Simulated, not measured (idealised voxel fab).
Module name: voxel gate over fins (process module)
The cross-section shown here is cut; it is 250 nm wide and divided into square cells measuring 5 nm on a side.
If you're reading a cross-section in this doc, picture square cells in a grid; it comes to you as bands, top ones listed first down to the bottom, and a band can be one or more rows of cells. A band entry consists of two parts. The first gives the height of the band's top and the height of its bottom, in nm. The rest lists the band's materials from left to right, each with its width in nm. A single material labelled with the word "full width" fills the band from edge to edge, and the word "blank" marks empty space. Counting heights begins at 0, where everything beneath is, in the wafer as received, one material. The lowest band has no bottom; it goes on downwards, as "0 and below" shows. When a width is written as two numbers, as in "30..40", the first number is the width in the top row of cells of the band and the second is the width in its bottom row, and the width changes by the same amount from each row to the next. Basically "no modifications" means that step didn't change any cell in the cross-section. Empty spaces counting at least 8 cells and having no open way to the top are listed in "Closed void listing". The notation width x height at distance is used for each, the distance being from the left edge and all three values in nm. Where a step's line continues beyond its settings, the continuation is a remark by the simulator itself on that step. overlay nm: mask offset rightward from planned place, masked step; negative means leftward offset.
-- Steps in the process plan
1. RECEIVE, material Si
2. CONFORMAL_DEP, material SiN, thk nm 5
3. PATTERN, tone cover, mask id FINS, material resist, width nm 15, pitch nm 35, thk nm 15, overlay nm 0
4. DIRECTIONAL_ETCH, etch materials SiN, depth nm 5
5. DIRECTIONAL_ETCH, etch materials Si, depth nm 40
6. STRIP, etch materials resist
7. FILL_DEP, material SiO2, thk nm 15
8. CMP, height nm 5
9. SELECTIVE_ETCH, etch materials SiO2, depth nm 15
10. STRIP, etch materials SiN
11. CONFORMAL_DEP, material HfO2, thk nm 5
12. CONFORMAL_DEP, material TiN, thk nm 5
13. FILL_DEP, material W, thk nm 10
14. CMP, height nm 15
15. CONFORMAL_DEP, material SiCN, thk nm 5
-- Here's what the wafer looked like in cross-section when it arrived - that's after step 1
- 0 and below  Si full width
- Closed void listing: none
-- The first of the two wafers as seen in cross-section once the module was finished; processing followed the plan
- 20 down to 15  SiCN full width
- 15 down to 10  W full width
- 10 down to 5  W (70); TiN (105); W (75)
- 5 down to 0  W (70); TiN (5); HfO2 (25); TiN (10); HfO2 (25); TiN (10); HfO2 (25); TiN (5); W (75)
- 0 down to -5  TiN (75); HfO2 (5); Si (15); HfO2 (5); TiN (10); HfO2 (5); Si (15); HfO2 (5); TiN (10); HfO2 (5); Si (15); HfO2 (5); TiN (80)
- -5 down to -10  HfO2 (80); Si (15); HfO2 (20); Si (15); HfO2 (20); Si (15); HfO2 (85)
- -10 down to -40  SiO2 (80); Si (15); SiO2 (20); Si (15); SiO2 (20); Si (15); SiO2 (85)
- -40 and below  Si full width
- Closed void listing: none
-- Cross-section at end of module for the second wafer of two, which matched the first in starting point and plan and differed by one mistake in its processing
- 20 down to 15  SiCN full width
- 15 down to 5  W full width
- 5 down to 0  W (75); TiN (25); W (10); TiN (25); W (10); TiN (25); W (80)
- 0 down to -5  W (75); TiN (5); Si (15); TiN (5); W (10); TiN (5); Si (15); TiN (5); W (10); TiN (5); Si (15); TiN (5); W (80)
- -5 down to -10  TiN (80); Si (15); TiN (20); Si (15); TiN (20); Si (15); TiN (85)
- -10 down to -40  SiO2 (80); Si (15); SiO2 (20); Si (15); SiO2 (20); Si (15); SiO2 (85)
- -40 and below  Si full width
- Closed void listing: none
It is concluded that the wafer was processed incorrectly with respect to the plan, in that the run left out plan step 11 entirely, so it was never executed
Heads up, by the end the second wafer has more or fewer cells of some materials compared to the first: -62 HfO2, +62 W
